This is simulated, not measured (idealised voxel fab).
Presented below is a process module, voxel self aligned contacts.
We display cut, a cross-section 245 nm in width whose square cells are each 5 nm.
How to read a cross-section here: the picture is a grid of square cells, written as bands going from the top down, and any band can span one or more rows of cells. Each band's line starts with the height of the band's top and of its bottom, in nm. Then come its materials from left to right, each with its width in nm. One material with "full width" fills the band from edge to edge. "empty" is empty space. We count height from 0. Below that, the starting wafer is all one material. The lowest band never ends at the bottom but goes on down; see "0 down" for how that is written. A width given as "30 to 40" starts at the first number in the band's top row and ends at the second number in its bottom row, shifting by an equal amount at every step from row to row. No cell of the cross-section changed in a step that is given as "identical to before". "Sealed void inventory" lists enclosed empty spaces (at least 8 cells, no open path upward to the top), each as width x height at distance from the left edge, in nm. On a step's line, text after the settings is the simulator commenting on that step. Regarding "overlay nm": on a step with a mask, it is the distance the mask lay to the right of its planned place; a negative value places it to the left. Layout of what follows: cross-section pairs, each bracketing one process step, the after cross-section shown only to the lowest band that changed, the step between and its settings noted under each pair. Pairs may originate in different runs of this module on the same starting wafer; a pair continues from the pair above only where its entry headed "Pre-processing view" says so.

Pre-processing view:
  0 down | Si full width
  Sealed void inventory: none

After the Step:
  0 to -5 | SiO2 full width
  Rest of section, below -5: as before.
  Sealed void inventory: none
The step occurring between the two cross-sections depicted above is identified as OXIDIZE with depth nm 5

Pre-processing view: Reference is made to the cross-section shown after the step in the pair directly above, which represents the state prior to this step.

After the Step:
  30 to 0 | polySi full width
  Rest of section, below 0: as before.
  Sealed void inventory: none
The step occurring between the two cross-sections depicted above is identified as DIRECTIONAL_DEP with material polySi, thk nm 30

Pre-processing view: Reference is made to the cross-section shown after the step in the pair directly above, which represents the state prior to this step.

After the Step:
  50 to 30 | SiN full width
  Rest of section, below 30: as before.
  Sealed void inventory: none
The step occurring between the two cross-sections depicted above is identified as DIRECTIONAL_DEP with material SiN, thk nm 20

Pre-processing view: Reference is made to the cross-section shown after the step in the pair directly above, which represents the state prior to this step.

After the Step:
  60 to 50 | aC full width
  Rest of section, below 50: as before.
  Sealed void inventory: none
The step occurring between the two cross-sections depicted above is identified as DIRECTIONAL_DEP with material aC, thk nm 10

Pre-processing view: Reference is made to the cross-section shown after the step in the pair directly above, which represents the state prior to this step.

After the Step:
  90 to 60 | empty=65, resist=35, empty=45, resist=35, empty=65
  Rest of section, below 60: as before.
  Sealed void inventory: none
The step occurring between the two cross-sections depicted above is identified as PATTERN with tone cover, mask id GATE, material resist, width nm 35, pitch nm 80, thk nm 30, overlay nm 0

Pre-processing view: Reference is made to the cross-section shown after the step in the pair directly above, which represents the state prior to this step.

After the Step:
  80 to 60 | empty=65, resist=35, empty=45, resist=35, empty=65
  60 to 50 | empty=65, aC=35, empty=45, aC=35, empty=65
  Rest of section, below 50: as before.
  Sealed void inventory: none
The step occurring between the two cross-sections depicted above is identified as DIRECTIONAL_ETCH with etch materials aC, depth nm 10

Pre-processing view: Reference is made to the cross-section shown after the step in the pair directly above, which represents the state prior to this step.

After the Step:
  60 to 50 | empty=65, aC=35, empty=45, aC=35, empty=65
  Rest of section, below 50: as before.
  Sealed void inventory: none
The step occurring between the two cross-sections depicted above is identified as STRIP with etch materials resist

Pre-processing view: Reference is made to the cross-section shown after the step in the pair directly above, which represents the state prior to this step.

After the Step:
  60 to 50 | empty=65, aC=35, empty=45, aC=35, empty=65
  50 to 30 | empty=65, SiN=35, empty=45, SiN=35, empty=65
  Rest of section, below 30: as before.
  Sealed void inventory: none
The step occurring between the two cross-sections depicted above is identified as DIRECTIONAL_ETCH with etch materials SiN, depth nm 20

Pre-processing view: Reference is made to the cross-section shown after the step in the pair directly above, which represents the state prior to this step.

After the Step:
  60 to 50 | empty=65, aC=35, empty=45, aC=35, empty=65
  50 to 30 | empty=65, SiN=35, empty=45, SiN=35, empty=65
  30 to 0 | empty=65, polySi=35, empty=45, polySi=35, empty=65
  Rest of section, below 0: as before.
  Sealed void inventory: none
The step occurring between the two cross-sections depicted above is identified as DIRECTIONAL_ETCH with etch materials polySi, depth nm 30

Pre-processing view: Reference is made to the cross-section shown after the step in the pair directly above, which represents the state prior to this step.

After the Step:
  50 to 30 | empty=65, SiN=35, empty=45, SiN=35, empty=65
  Rest of section, below 30: as before.
  Sealed void inventory: none
The step occurring between the two cross-sections depicted above is identified as STRIP with etch materials aC

Pre-processing view: Reference is made to the cross-section shown after the step in the pair directly above, which represents the state prior to this step.

After the Step:
  60 to 30 | empty=55, SiN=55, empty=25, SiN=55, empty=55
  30 to 10 | empty=55, SiN=10, polySi=35, SiN=10, empty=25, SiN=10, polySi=35, SiN=10, empty=55
  10 to 0 | SiN=65, polySi=35, SiN=45, polySi=35, SiN=65
  Rest of section, below 0: as before.
  Sealed void inventory: none
The step occurring between the two cross-sections depicted above is identified as CONFORMAL_DEP with material SiN, thk nm 10

Pre-processing view: Reference is made to the cross-section shown after the step in the pair directly above, which represents the state prior to this step.

After the Step:
  50 to 30 | empty=55, SiN=55, empty=25, SiN=55, empty=55
  30 to 0 | empty=55, SiN=10, polySi=35, SiN=10, empty=25, SiN=10, polySi=35, SiN=10, empty=55
  Rest of section, below 0: as before.
  Sealed void inventory: none
The step occurring between the two cross-sections depicted above is identified as DIRECTIONAL_ETCH with etch materials SiN, depth nm 10

Pre-processing view: Reference is made to the cross-section shown after the step in the pair directly above, which represents the state prior to this step.

After the Step:
  60 to 50 | SiO2 full width
  50 to 30 | SiO2=55, SiN=55, SiO2=25, SiN=55, SiO2=55
  30 to 0 | SiO2=55, SiN=10, polySi=35, SiN=10, SiO2=25, SiN=10, polySi=35, SiN=10, SiO2=55
  Rest of section, below 0: as before.
  Sealed void inventory: none
The step occurring between the two cross-sections depicted above is identified as FILL_DEP with material SiO2, thk nm 10

Pre-processing view: Reference is made to the cross-section shown after the step in the pair directly above, which represents the state prior to this step.

After the Step:
  55 to 50 | SiO2 full width
  Rest of section, below 50: as before.
  Sealed void inventory: none
The step occurring between the two cross-sections depicted above is identified as CMP with height nm 55

Pre-processing view: Reference is made to the cross-section shown after the step in the pair directly above, which represents the state prior to this step.

After the Step:
  55 to 50 | SiO2=95, empty=55, SiO2=95
  50 to 30 | SiO2=55, SiN=55, empty=25, SiN=55, SiO2=55
  30 to 0 | SiO2=55, SiN=10, polySi=35, SiN=10, empty=25, SiN=10, polySi=35, SiN=10, SiO2=55
  0 to -5 | SiO2=110, empty=25, SiO2=110
  Rest of section, below -5: as before.
  Sealed void inventory: none
The step occurring between the two cross-sections depicted above is identified as MASKED_ETCH with tone open, mask id CONTACT, width nm 55, etch materials SiO2, depth nm 60, overlay nm 0

Pre-processing view: Reference is made to the cross-section shown after the step in the pair directly above, which represents the state prior to this step.

After the Step:
  60 to 55 | TiN=100, empty=45, TiN=100
  55 to 50 | SiO2=95, TiN=20, empty=15, TiN=20, SiO2=95
  50 to 30 | SiO2=55, SiN=55, TiN=5, empty=15, TiN=5, SiN=55, SiO2=55
  30 to 0 | SiO2=55, SiN=10, polySi=35, SiN=10, TiN=5, empty=15, TiN=5, SiN=10, polySi=35, SiN=10, SiO2=55
  0 to -5 | SiO2=110, TiN=25, SiO2=110
  Rest of section, below -5: as before.
  Sealed void inventory: none
The step occurring between the two cross-sections depicted above is identified as CONFORMAL_DEP with material TiN, thk nm 5

Pre-processing view: Reference is made to the cross-section shown after the step in the pair directly above, which represents the state prior to this step.

After the Step:
  65 to 60 | Ru full width
  60 to 55 | TiN=100, Ru=45, TiN=100
  55 to 50 | SiO2=95, TiN=20, Ru=15, TiN=20, SiO2=95
  50 to 30 | SiO2=55, SiN=55, TiN=5, Ru=15, TiN=5, SiN=55, SiO2=55
  30 to 0 | SiO2=55, SiN=10, polySi=35, SiN=10, TiN=5, Ru=15, TiN=5, SiN=10, polySi=35, SiN=10, SiO2=55
  Rest of section, below 0: as before.
  Sealed void inventory: none
The step occurring between the two cross-sections depicted above is identified as FILL_DEP with material Ru, thk nm 5

Pre-processing view: Reference is made to the cross-section shown after the step in the pair directly above, which represents the state prior to this step.

After the Step:
  55 to 50 | SiO2=95, TiN=20, Ru=15, TiN=20, SiO2=95
  Rest of section, below 50: as before.
  Sealed void inventory: none
The step occurring between the two cross-sections depicted above is identified as CMP with height nm 55

Pre-processing view: Reference is made to the cross-section shown after the step in the pair directly above, which represents the state prior to this step.

After the Step:
  60 to 55 | SiN full width
  Rest of section, below 55: as before.
  Sealed void inventory: none
The step occurring between the two cross-sections depicted above is identified as CONFORMAL_DEP with material SiN, thk nm 5

Pre-processing view:
  0 down | Si full width
  Sealed void inventory: none

After the Step:
  30 to 0 | polySi full width
  Rest of section, below 0: as before.
  Sealed void inventory: none
The step occurring between the two cross-sections depicted above is identified as DIRECTIONAL_DEP with material polySi, thk nm 30

Pre-processing view: Reference is made to the cross-section shown after the step in the pair directly above, which represents the state prior to this step.

After the Step:
  50 to 30 | SiN full width
  Rest of section, below 30: as before.
  Sealed void inventory: none
The step occurring between the two cross-sections depicted above is identified as DIRECTIONAL_DEP with material SiN, thk nm 20

Pre-processing view: Reference is made to the cross-section shown after the step in the pair directly above, which represents the state prior to this step.

After the Step:
  60 to 50 | aC full width
  Rest of section, below 50: as before.
  Sealed void inventory: none
The step occurring between the two cross-sections depicted above is identified as DIRECTIONAL_DEP with material aC, thk nm 10

Pre-processing view: Reference is made to the cross-section shown after the step in the pair directly above, which represents the state prior to this step.

After the Step:
  90 to 60 | empty=65, resist=35, empty=45, resist=35, empty=65
  Rest of section, below 60: as before.
  Sealed void inventory: none
The step occurring between the two cross-sections depicted above is identified as PATTERN with tone cover, mask id GATE, material resist, width nm 35, pitch nm 80, thk nm 30, overlay nm 0

Pre-processing view: Reference is made to the cross-section shown after the step in the pair directly above, which represents the state prior to this step.

After the Step:
  80 to 60 | empty=65, resist=35, empty=45, resist=35, empty=65
  60 to 50 | empty=65, aC=35, empty=45, aC=35, empty=65
  Rest of section, below 50: as before.
  Sealed void inventory: none
The step occurring between the two cross-sections depicted above is identified as DIRECTIONAL_ETCH with etch materials aC, depth nm 10

Pre-processing view: Reference is made to the cross-section shown after the step in the pair directly above, which represents the state prior to this step.

After the Step:
  60 to 50 | empty=65, aC=35, empty=45, aC=35, empty=65
  Rest of section, below 50: as before.
  Sealed void inventory: none
The step occurring between the two cross-sections depicted above is identified as STRIP with etch materials resist

Pre-processing view: Reference is made to the cross-section shown after the step in the pair directly above, which represents the state prior to this step.

After the Step:
  60 to 50 | empty=65, aC=35, empty=45, aC=35, empty=65
  50 to 30 | empty=65, SiN=35, empty=45, SiN=35, empty=65
  Rest of section, below 30: as before.
  Sealed void inventory: none
The step occurring between the two cross-sections depicted above is identified as DIRECTIONAL_ETCH with etch materials SiN, depth nm 20

Pre-processing view: Reference is made to the cross-section shown after the step in the pair directly above, which represents the state prior to this step.

After the Step:
  60 to 50 | empty=65, aC=35, empty=45, aC=35, empty=65
  50 to 30 | empty=65, SiN=35, empty=45, SiN=35, empty=65
  30 to 0 | empty=65, polySi=35, empty=45, polySi=35, empty=65
  Rest of section, below 0: as before.
  Sealed void inventory: none
The step occurring between the two cross-sections depicted above is identified as DIRECTIONAL_ETCH with etch materials polySi, depth nm 30

Pre-processing view: Reference is made to the cross-section shown after the step in the pair directly above, which represents the state prior to this step.

After the Step:
  50 to 30 | empty=65, SiN=35, empty=45, SiN=35, empty=65
  Rest of section, below 30: as before.
  Sealed void inventory: none
The step occurring between the two cross-sections depicted above is identified as STRIP with etch materials aC

Pre-processing view: Reference is made to the cross-section shown after the step in the pair directly above, which represents the state prior to this step.

After the Step:
  60 to 30 | empty=55, SiN=55, empty=25, SiN=55, empty=55
  30 to 10 | empty=55, SiN=10, polySi=35, SiN=10, empty=25, SiN=10, polySi=35, SiN=10, empty=55
  10 to 0 | SiN=65, polySi=35, SiN=45, polySi=35, SiN=65
  Rest of section, below 0: as before.
  Sealed void inventory: none
The step occurring between the two cross-sections depicted above is identified as CONFORMAL_DEP with material SiN, thk nm 10

Pre-processing view: Reference is made to the cross-section shown after the step in the pair directly above, which represents the state prior to this step.

After the Step:
  50 to 30 | empty=55, SiN=55, empty=25, SiN=55, empty=55
  30 to 0 | empty=55, SiN=10, polySi=35, SiN=10, empty=25, SiN=10, polySi=35, SiN=10, empty=55
  Rest of section, below 0: as before.
  Sealed void inventory: none
The step occurring between the two cross-sections depicted above is identified as DIRECTIONAL_ETCH with etch materials SiN, depth nm 10

Pre-processing view: Reference is made to the cross-section shown after the step in the pair directly above, which represents the state prior to this step.

After the Step:
  60 to 50 | SiO2 full width
  50 to 30 | SiO2=55, SiN=55, SiO2=25, SiN=55, SiO2=55
  30 to 0 | SiO2=55, SiN=10, polySi=35, SiN=10, SiO2=25, SiN=10, polySi=35, SiN=10, SiO2=55
  Rest of section, below 0: as before.
  Sealed void inventory: none
The step occurring between the two cross-sections depicted above is identified as FILL_DEP with material SiO2, thk nm 10

Pre-processing view: Reference is made to the cross-section shown after the step in the pair directly above, which represents the state prior to this step.

After the Step:
  55 to 50 | SiO2 full width
  Rest of section, below 50: as before.
  Sealed void inventory: none
The step occurring between the two cross-sections depicted above is identified as CMP with height nm 55

Pre-processing view: Reference is made to the cross-section shown after the step in the pair directly above, which represents the state prior to this step.

After the Step:
  55 to 50 | SiO2=95, empty=55, SiO2=95
  50 to 30 | SiO2=55, SiN=55, empty=25, SiN=55, SiO2=55
  30 to 0 | SiO2=55, SiN=10, polySi=35, SiN=10, empty=25, SiN=10, polySi=35, SiN=10, SiO2=55
  Rest of section, below 0: as before.
  Sealed void inventory: none
The step occurring between the two cross-sections depicted above is identified as MASKED_ETCH with tone open, mask id CONTACT, width nm 55, etch materials SiO2, depth nm 60, overlay nm 0

Pre-processing view: Reference is made to the cross-section shown after the step in the pair directly above, which represents the state prior to this step.

After the Step:
  60 to 55 | TiN=100, empty=45, TiN=100
  55 to 50 | SiO2=95, TiN=20, empty=15, TiN=20, SiO2=95
  50 to 30 | SiO2=55, SiN=55, TiN=5, empty=15, TiN=5, SiN=55, SiO2=55
  30 to 5 | SiO2=55, SiN=10, polySi=35, SiN=10, TiN=5, empty=15, TiN=5, SiN=10, polySi=35, SiN=10, SiO2=55
  5 to 0 | SiO2=55, SiN=10, polySi=35, SiN=10, TiN=25, SiN=10, polySi=35, SiN=10, SiO2=55
  Rest of section, below 0: as before.
  Sealed void inventory: none
The step occurring between the two cross-sections depicted above is identified as CONFORMAL_DEP with material TiN, thk nm 5

Pre-processing view: Reference is made to the cross-section shown after the step in the pair directly above, which represents the state prior to this step.

After the Step:
  65 to 60 | Ru full width
  60 to 55 | TiN=100, Ru=45, TiN=100
  55 to 50 | SiO2=95, TiN=20, Ru=15, TiN=20, SiO2=95
  50 to 30 | SiO2=55, SiN=55, TiN=5, Ru=15, TiN=5, SiN=55, SiO2=55
  30 to 5 | SiO2=55, SiN=10, polySi=35, SiN=10, TiN=5, Ru=15, TiN=5, SiN=10, polySi=35, SiN=10, SiO2=55
  Rest of section, below 5: as before.
  Sealed void inventory: none
The step occurring between the two cross-sections depicted above is identified as FILL_DEP with material Ru, thk nm 5

Pre-processing view: Reference is made to the cross-section shown after the step in the pair directly above, which represents the state prior to this step.

After the Step:
  55 to 50 | SiO2=95, TiN=20, Ru=15, TiN=20, SiO2=95
  Rest of section, below 50: as before.
  Sealed void inventory: none
The step occurring between the two cross-sections depicted above is identified as CMP with height nm 55

Pre-processing view: Reference is made to the cross-section shown after the step in the pair directly above, which represents the state prior to this step.

After the Step:
  60 to 55 | SiN full width
  Rest of section, below 55: as before.
  Sealed void inventory: none
The step occurring between the two cross-sections depicted above is identified as CONFORMAL_DEP with material SiN, thk nm 5

Pre-processing view:
  30 to 0 | polySi full width
  0 to -5 | SiO2 full width
  -5 down | Si full width
  Sealed void inventory: none

After the Step:
  60 to 0 | polySi full width
  Rest of section, below 0: as before.
  Sealed void inventory: none
The step occurring between the two cross-sections depicted above is identified as DIRECTIONAL_DEP with material polySi, thk nm 30

Pre-processing view: Reference is made to the cross-section shown after the step in the pair directly above, which represents the state prior to this step.

After the Step:
  80 to 60 | SiN full width
  Rest of section, below 60: as before.
  Sealed void inventory: none
The step occurring between the two cross-sections depicted above is identified as DIRECTIONAL_DEP with material SiN, thk nm 20

Pre-processing view: Reference is made to the cross-section shown after the step in the pair directly above, which represents the state prior to this step.

After the Step:
  90 to 80 | aC full width
  Rest of section, below 80: as before.
  Sealed void inventory: none
The step occurring between the two cross-sections depicted above is identified as DIRECTIONAL_DEP with material aC, thk nm 10

Pre-processing view: Reference is made to the cross-section shown after the step in the pair directly above, which represents the state prior to this step.

After the Step:
  120 to 90 | empty=65, resist=35, empty=45, resist=35, empty=65
  Rest of section, below 90: as before.
  Sealed void inventory: none
The step occurring between the two cross-sections depicted above is identified as PATTERN with tone cover, mask id GATE, material resist, width nm 35, pitch nm 80, thk nm 30, overlay nm 0

Pre-processing view: Reference is made to the cross-section shown after the step in the pair directly above, which represents the state prior to this step.

After the Step:
  110 to 90 | empty=65, resist=35, empty=45, resist=35, empty=65
  90 to 80 | empty=65, aC=35, empty=45, aC=35, empty=65
  Rest of section, below 80: as before.
  Sealed void inventory: none
The step occurring between the two cross-sections depicted above is identified as DIRECTIONAL_ETCH with etch materials aC, depth nm 10

Pre-processing view: Reference is made to the cross-section shown after the step in the pair directly above, which represents the state prior to this step.

After the Step:
  90 to 80 | empty=65, aC=35, empty=45, aC=35, empty=65
  Rest of section, below 80: as before.
  Sealed void inventory: none
The step occurring between the two cross-sections depicted above is identified as STRIP with etch materials resist

Pre-processing view: Reference is made to the cross-section shown after the step in the pair directly above, which represents the state prior to this step.

After the Step:
  90 to 80 | empty=65, aC=35, empty=45, aC=35, empty=65
  80 to 60 | empty=65, SiN=35, empty=45, SiN=35, empty=65
  Rest of section, below 60: as before.
  Sealed void inventory: none
The step occurring between the two cross-sections depicted above is identified as DIRECTIONAL_ETCH with etch materials SiN, depth nm 20

Pre-processing view: Reference is made to the cross-section shown after the step in the pair directly above, which represents the state prior to this step.

After the Step:
  90 to 80 | empty=65, aC=35, empty=45, aC=35, empty=65
  80 to 60 | empty=65, SiN=35, empty=45, SiN=35, empty=65
  60 to 30 | empty=65, polySi=35, empty=45, polySi=35, empty=65
  Rest of section, below 30: as before.
  Sealed void inventory: none
The step occurring between the two cross-sections depicted above is identified as DIRECTIONAL_ETCH with etch materials polySi, depth nm 30

Pre-processing view: Reference is made to the cross-section shown after the step in the pair directly above, which represents the state prior to this step.

After the Step:
  80 to 60 | empty=65, SiN=35, empty=45, SiN=35, empty=65
  Rest of section, below 60: as before.
  Sealed void inventory: none
The step occurring between the two cross-sections depicted above is identified as STRIP with etch materials aC

Pre-processing view: Reference is made to the cross-section shown after the step in the pair directly above, which represents the state prior to this step.

After the Step:
  90 to 60 | empty=55, SiN=55, empty=25, SiN=55, empty=55
  60 to 40 | empty=55, SiN=10, polySi=35, SiN=10, empty=25, SiN=10, polySi=35, SiN=10, empty=55
  40 to 30 | SiN=65, polySi=35, SiN=45, polySi=35, SiN=65
  Rest of section, below 30: as before.
  Sealed void inventory: none
The step occurring between the two cross-sections depicted above is identified as CONFORMAL_DEP with material SiN, thk nm 10

Pre-processing view: Reference is made to the cross-section shown after the step in the pair directly above, which represents the state prior to this step.

After the Step:
  80 to 60 | empty=55, SiN=55, empty=25, SiN=55, empty=55
  60 to 30 | empty=55, SiN=10, polySi=35, SiN=10, empty=25, SiN=10, polySi=35, SiN=10, empty=55
  Rest of section, below 30: as before.
  Sealed void inventory: none
The step occurring between the two cross-sections depicted above is identified as DIRECTIONAL_ETCH with etch materials SiN, depth nm 10

Pre-processing view: Reference is made to the cross-section shown after the step in the pair directly above, which represents the state prior to this step.

After the Step:
  90 to 80 | SiO2 full width
  80 to 60 | SiO2=55, SiN=55, SiO2=25, SiN=55, SiO2=55
  60 to 30 | SiO2=55, SiN=10, polySi=35, SiN=10, SiO2=25, SiN=10, polySi=35, SiN=10, SiO2=55
  Rest of section, below 30: as before.
  Sealed void inventory: none
The step occurring between the two cross-sections depicted above is identified as FILL_DEP with material SiO2, thk nm 10

Pre-processing view: Reference is made to the cross-section shown after the step in the pair directly above, which represents the state prior to this step.

After the Step:
  55 to 30 | SiO2=55, SiN=10, polySi=35, SiN=10, SiO2=25, SiN=10, polySi=35, SiN=10, SiO2=55
  Rest of section, below 30: as before.
  Sealed void inventory: none
The step occurring between the two cross-sections depicted above is identified as CMP with height nm 55

Pre-processing view: Reference is made to the cross-section shown after the step in the pair directly above, which represents the state prior to this step.

After the Step:
  55 to 30 | SiO2=55, SiN=10, polySi=35, SiN=10, empty=25, SiN=10, polySi=35, SiN=10, SiO2=55
  Rest of section, below 30: as before.
  Sealed void inventory: none
The step occurring between the two cross-sections depicted above is identified as MASKED_ETCH with tone open, mask id CONTACT, width nm 55, etch materials SiO2, depth nm 60, overlay nm 0

Pre-processing view: Reference is made to the cross-section shown after the step in the pair directly above, which represents the state prior to this step.

After the Step:
  60 to 55 | TiN=115, empty=15, TiN=115
  55 to 35 | SiO2=55, SiN=10, polySi=35, SiN=10, TiN=5, empty=15, TiN=5, SiN=10, polySi=35, SiN=10, SiO2=55
  35 to 30 | SiO2=55, SiN=10, polySi=35, SiN=10, TiN=25, SiN=10, polySi=35, SiN=10, SiO2=55
  Rest of section, below 30: as before.
  Sealed void inventory: none
The step occurring between the two cross-sections depicted above is identified as CONFORMAL_DEP with material TiN, thk nm 5

Pre-processing view: Reference is made to the cross-section shown after the step in the pair directly above, which represents the state prior to this step.

After the Step:
  65 to 60 | Ru full width
  60 to 55 | TiN=115, Ru=15, TiN=115
  55 to 35 | SiO2=55, SiN=10, polySi=35, SiN=10, TiN=5, Ru=15, TiN=5, SiN=10, polySi=35, SiN=10, SiO2=55
  Rest of section, below 35: as before.
  Sealed void inventory: none
The step occurring between the two cross-sections depicted above is identified as FILL_DEP with material Ru, thk nm 5

Pre-processing view: Reference is made to the cross-section shown after the step in the pair directly above, which represents the state prior to this step.

After the Step:
  55 to 35 | SiO2=55, SiN=10, polySi=35, SiN=10, TiN=5, Ru=15, TiN=5, SiN=10, polySi=35, SiN=10, SiO2=55
  Rest of section, below 35: as before.
  Sealed void inventory: none
The step occurring between the two cross-sections depicted above is identified as CMP with height nm 55

Pre-processing view: Reference is made to the cross-section shown after the step in the pair directly above, which represents the state prior to this step.

After the Step:
  60 to 55 | SiN full width
  Rest of section, below 55: as before.
  Sealed void inventory: none
The step occurring between the two cross-sections depicted above is identified as CONFORMAL_DEP with material SiN, thk nm 5

Pre-processing view:
  50 to 30 | empty=65, SiN=35, empty=45, SiN=35, empty=65
  30 to 0 | empty=65, polySi=35, empty=45, polySi=35, empty=65
  0 to -5 | SiO2 full width
  -5 down | Si full width
  Sealed void inventory: none

After the Step:
  40 to 30 | empty=65, SiN=35, empty=45, SiN=35, empty=65
  Rest of section, below 30: as before.
  Sealed void inventory: none
The step occurring between the two cross-sections depicted above is identified as DIRECTIONAL_ETCH with etch materials SiN, depth nm 10

Pre-processing view: Reference is made to the cross-section shown after the step in the pair directly above, which represents the state prior to this step.

After the Step:
  50 to 30 | empty=55, SiN=55, empty=25, SiN=55, empty=55
  30 to 10 | empty=55, SiN=10, polySi=35, SiN=10, empty=25, SiN=10, polySi=35, SiN=10, empty=55
  10 to 0 | SiN=65, polySi=35, SiN=45, polySi=35, SiN=65
  Rest of section, below 0: as before.
  Sealed void inventory: none
The step occurring between the two cross-sections depicted above is identified as CONFORMAL_DEP with material SiN, thk nm 10

Pre-processing view: Reference is made to the cross-section shown after the step in the pair directly above, which represents the state prior to this step.

After the Step:
  60 to 50 | SiO2 full width
  50 to 30 | SiO2=55, SiN=55, SiO2=25, SiN=55, SiO2=55
  30 to 10 | SiO2=55, SiN=10, polySi=35, SiN=10, SiO2=25, SiN=10, polySi=35, SiN=10, SiO2=55
  Rest of section, below 10: as before.
  Sealed void inventory: none
The step occurring between the two cross-sections depicted above is identified as FILL_DEP with material SiO2, thk nm 10

Pre-processing view: Reference is made to the cross-section shown after the step in the pair directly above, which represents the state prior to this step.

After the Step:
  55 to 50 | SiO2 full width
  Rest of section, below 50: as before.
  Sealed void inventory: none
The step occurring between the two cross-sections depicted above is identified as CMP with height nm 55

Pre-processing view: Reference is made to the cross-section shown after the step in the pair directly above, which represents the state prior to this step.

After the Step:
  55 to 50 | SiO2=95, empty=55, SiO2=95
  50 to 30 | SiO2=55, SiN=55, empty=25, SiN=55, SiO2=55
  30 to 10 | SiO2=55, SiN=10, polySi=35, SiN=10, empty=25, SiN=10, polySi=35, SiN=10, SiO2=55
  Rest of section, below 10: as before.
  Sealed void inventory: none
The step occurring between the two cross-sections depicted above is identified as MASKED_ETCH with tone open, mask id CONTACT, width nm 55, etch materials SiO2, depth nm 60, overlay nm 0

Pre-processing view: Reference is made to the cross-section shown after the step in the pair directly above, which represents the state prior to this step.

After the Step:
  60 to 55 | TiN=100, empty=45, TiN=100
  55 to 50 | SiO2=95, TiN=20, empty=15, TiN=20, SiO2=95
  50 to 30 | SiO2=55, SiN=55, TiN=5, empty=15, TiN=5, SiN=55, SiO2=55
  30 to 15 | SiO2=55, SiN=10, polySi=35, SiN=10, TiN=5, empty=15, TiN=5, SiN=10, polySi=35, SiN=10, SiO2=55
  15 to 10 | SiO2=55, SiN=10, polySi=35, SiN=10, TiN=25, SiN=10, polySi=35, SiN=10, SiO2=55
  Rest of section, below 10: as before.
  Sealed void inventory: none
The step occurring between the two cross-sections depicted above is identified as CONFORMAL_DEP with material TiN, thk nm 5

Pre-processing view: Reference is made to the cross-section shown after the step in the pair directly above, which represents the state prior to this step.

After the Step:
  65 to 60 | Ru full width
  60 to 55 | TiN=100, Ru=45, TiN=100
  55 to 50 | SiO2=95, TiN=20, Ru=15, TiN=20, SiO2=95
  50 to 30 | SiO2=55, SiN=55, TiN=5, Ru=15, TiN=5, SiN=55, SiO2=55
  30 to 15 | SiO2=55, SiN=10, polySi=35, SiN=10, TiN=5, Ru=15, TiN=5, SiN=10, polySi=35, SiN=10, SiO2=55
  Rest of section, below 15: as before.
  Sealed void inventory: none
The step occurring between the two cross-sections depicted above is identified as FILL_DEP with material Ru, thk nm 5

Pre-processing view: Reference is made to the cross-section shown after the step in the pair directly above, which represents the state prior to this step.

After the Step:
  55 to 50 | SiO2=95, TiN=20, Ru=15, TiN=20, SiO2=95
  Rest of section, below 50: as before.
  Sealed void inventory: none
The step occurring between the two cross-sections depicted above is identified as CMP with height nm 55

Pre-processing view: Reference is made to the cross-section shown after the step in the pair directly above, which represents the state prior to this step.

After the Step:
  60 to 55 | SiN full width
  Rest of section, below 55: as before.
  Sealed void inventory: none
The step occurring between the two cross-sections depicted above is identified as CONFORMAL_DEP with material SiN, thk nm 5

Pre-processing view:
  50 to 30 | empty=65, SiN=35, empty=45, SiN=35, empty=65
  30 to 0 | empty=65, polySi=35, empty=45, polySi=35, empty=65
  0 to -5 | SiO2 full width
  -5 down | Si full width
  Sealed void inventory: none

After the Step:
  65 to 30 | empty=50, SiN=65, empty=15, SiN=65, empty=50
  30 to 15 | empty=50, SiN=15, polySi=35, SiN=15, empty=15, SiN=15, polySi=35, SiN=15, empty=50
  15 to 0 | SiN=65, polySi=35, SiN=45, polySi=35, SiN=65
  Rest of section, below 0: as before.
  Sealed void inventory: none
The step occurring between the two cross-sections depicted above is identified as CONFORMAL_DEP with material SiN, thk nm 15

Pre-processing view: Reference is made to the cross-section shown after the step in the pair directly above, which represents the state prior to this step.

After the Step:
  55 to 30 | empty=50, SiN=65, empty=15, SiN=65, empty=50
  30 to 5 | empty=50, SiN=15, polySi=35, SiN=15, empty=15, SiN=15, polySi=35, SiN=15, empty=50
  Rest of section, below 5: as before.
  Sealed void inventory: none
The step occurring between the two cross-sections depicted above is identified as DIRECTIONAL_ETCH with etch materials SiN, depth nm 10

Pre-processing view: Reference is made to the cross-section shown after the step in the pair directly above, which represents the state prior to this step.

After the Step:
  65 to 55 | SiO2 full width
  55 to 30 | SiO2=50, SiN=65, SiO2=15, SiN=65, SiO2=50
  30 to 5 | SiO2=50, SiN=15, polySi=35, SiN=15, SiO2=15, SiN=15, polySi=35, SiN=15, SiO2=50
  Rest of section, below 5: as before.
  Sealed void inventory: none
The step occurring between the two cross-sections depicted above is identified as FILL_DEP with material SiO2, thk nm 10

Pre-processing view: Reference is made to the cross-section shown after the step in the pair directly above, which represents the state prior to this step.

After the Step:
  55 to 30 | SiO2=50, SiN=65, SiO2=15, SiN=65, SiO2=50
  Rest of section, below 30: as before.
  Sealed void inventory: none
The step occurring between the two cross-sections depicted above is identified as CMP with height nm 55

Pre-processing view: Reference is made to the cross-section shown after the step in the pair directly above, which represents the state prior to this step.

After the Step:
  55 to 30 | SiO2=50, SiN=65, empty=15, SiN=65, SiO2=50
  30 to 5 | SiO2=50, SiN=15, polySi=35, SiN=15, empty=15, SiN=15, polySi=35, SiN=15, SiO2=50
  Rest of section, below 5: as before.
  Sealed void inventory: none
The step occurring between the two cross-sections depicted above is identified as MASKED_ETCH with tone open, mask id CONTACT, width nm 55, etch materials SiO2, depth nm 60, overlay nm 0

Pre-processing view: Reference is made to the cross-section shown after the step in the pair directly above, which represents the state prior to this step.

After the Step:
  60 to 55 | TiN=120, empty=5, TiN=120
  55 to 30 | SiO2=50, SiN=65, TiN=5, empty=5, TiN=5, SiN=65, SiO2=50
  30 to 10 | SiO2=50, SiN=15, polySi=35, SiN=15, TiN=5, empty=5, TiN=5, SiN=15, polySi=35, SiN=15, SiO2=50
  10 to 5 | SiO2=50, SiN=15, polySi=35, SiN=15, TiN=15, SiN=15, polySi=35, SiN=15, SiO2=50
  Rest of section, below 5: as before.
  Sealed void inventory: none
The step occurring between the two cross-sections depicted above is identified as CONFORMAL_DEP with material TiN, thk nm 5
